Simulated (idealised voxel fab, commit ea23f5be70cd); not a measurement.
process module | voxel fin reveal
cross-section cut | 270 nm wide | cells 5 nm
A cross-section is a grid of square cells, given in bands from the top down. A band is one or more rows of cells.
Each band's line starts with the height of the band's top and of its bottom, in nm. Then come its materials from left to right, each with its width in nm. One material with "throughout" fills the band from edge to edge. "air" is empty space.
Height 0 is the level under which the wafer as received is all one material. The lowest band goes on downwards, as in "0 down".
A width such as "30 to 40" changes by the same amount from each row of cells to the next, from the band's top row to its bottom row.
"no change" after a step means that no cell of the cross-section changed.
closed voids: empty space of 8 cells or more with no open way to the top, each as width x height at its distance from the left edge, in nm
after a step's settings: what the simulator itself notes on the step
overlay nm, on a step with a mask: how far to the right of its planned place the mask lay; to the left if negative
plan
1 op RECEIVE | material Si
2 op CONFORMAL_DEP | material SiN | thk nm 5
3 op PATTERN | tone cover | mask id FINS | material resist | width nm 15 | pitch nm 35 | thk nm 20 | overlay nm 0
4 op DIRECTIONAL_ETCH | etch materials SiN | depth nm 5
5 op DIRECTIONAL_ETCH | etch materials Si | depth nm 35
6 op STRIP | etch materials resist
7 op OXIDIZE | depth nm 5
8 op FILL_DEP | material SiO2 | thk nm 15
9 op CMP | height nm 5
10 op SELECTIVE_ETCH | etch materials SiO2 | depth nm 20
11 op STRIP | etch materials SiN
12 op CONFORMAL_DEP | material SiO2 | thk nm 5
as received, after step 1
  0 down: Si throughout
  closed voids: none
a wafer at the end: this start, this plan, one mistake
  5 to 0: air 75 | SiO2 15 | air 20 | SiO2 15 | air 20 | SiO2 15 | air 20 | SiO2 15 | air 75
  0 to -10: air 75 | SiO2 5 | Si 5 | SiO2 5 | air 20 | SiO2 5 | Si 5 | SiO2 5 | air 20 | SiO2 5 | Si 5 | SiO2 5 | air 20 | SiO2 5 | Si 5 | SiO2 5 | air 75
  -10 to -15: SiO2 60 | air 15 | SiO2 5 | Si 5 | SiO2 5 | air 20 | SiO2 5 | Si 5 | SiO2 5 | air 20 | SiO2 5 | Si 5 | SiO2 5 | air 20 | SiO2 5 | Si 5 | SiO2 5 | air 15 | SiO2 60
  -15 to -40: SiO2 80 | Si 5 | SiO2 30 | Si 5 | SiO2 30 | Si 5 | SiO2 30 | Si 5 | SiO2 80
  -40 down: Si throughout
  closed voids: none
what went wrong: steps 10 and 11 were swapped
